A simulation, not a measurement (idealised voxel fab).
Module name: voxel self aligned vias (process module)
In the cross-section labelled cut, the width is 250 nm and each square cell is 5 nm.
In this document a cross-section is written as a grid of square cells. It is given as a series of bands, listed from the top down, and a band is one or more rows of cells.
Read a band's entry like this: the first values are the height of its top and the height of its bottom in nm, and what follows is the sequence of materials from left to right, each with its width in nm. Note that "empty" is empty space, and that a single material marked "everywhere" reaches across the band from edge to edge.
Heights are measured from 0, the level below which the as-received wafer is all one material; the lowest band has no bottom and continues downward, written as in "z 0 and below".
Read "30->40" as a graded width: first number on top, second number at the bottom, same change between each pair of neighbouring rows.
No cell of the cross-section changed in a step that is given as "remained the same".
If an empty space has no open way to the top and is at least 8 cells in size, "Unvented internal voids" lists it, written width x height at distance, where distance is measured from the left edge and every value is in nm.
That trailing text on a step's line, after the settings, is the simulator's own remark on the step.
The line of a step may include "overlay nm". On a step with a mask, this value is how far to the right of its planned place the mask lay. A negative value means the mask lay to the left.
Reading key. Pairs: pre-step and post-step cross-section, one process step apart; post-step view only to lowest changed band. Step between + settings: beneath pair. Runs: pairs may be from different runs of this module, same starting wafer. Continuation from pair above: only where "Pre-step" entry says.
Pre-step
    z 55 to 45 | SiO2 50 nm | TiN 5 nm | Ru 20 nm | TiN 5 nm | SiO2 90 nm | TiN 5 nm | Ru 20 nm | TiN 5 nm | SiO2 50 nm
    z 45 to 40 | SiO2 50 nm | TiN 30 nm | SiO2 90 nm | TiN 30 nm | SiO2 50 nm
    z 40 to 30 | SiN 50 nm | TiN 5 nm | SiO2 20 nm | TiN 5 nm | SiN 35 nm | SiO2 20 nm | SiN 35 nm | TiN 5 nm | SiO2 20 nm | TiN 5 nm | SiN 50 nm
    z 30 to 25 | Ru 50 nm | TiN 5 nm | SiO2 20 nm | TiN 5 nm | Ru 30 nm | TiN 5 nm | SiO2 20 nm | TiN 5 nm | Ru 30 nm | TiN 5 nm | SiO2 20 nm | TiN 5 nm | Ru 50 nm
    z 25 to 20 | TiN 55 nm | SiO2 20 nm | TiN 40 nm | SiO2 20 nm | TiN 40 nm | SiO2 20 nm | TiN 55 nm
    z 20 to 15 | SiCN everywhere
    z 15 to 0 | SiO2 everywhere
    z 0 and below | Si everywhere
    Unvented internal voids: none
Step Result
    z 60 to 55 | SiN everywhere
    Below 55, the layers are the same as they were.
    Unvented internal voids: none
What is the step between the two cross-sections above? op CONFORMAL_DEP | material SiN | thk nm 5
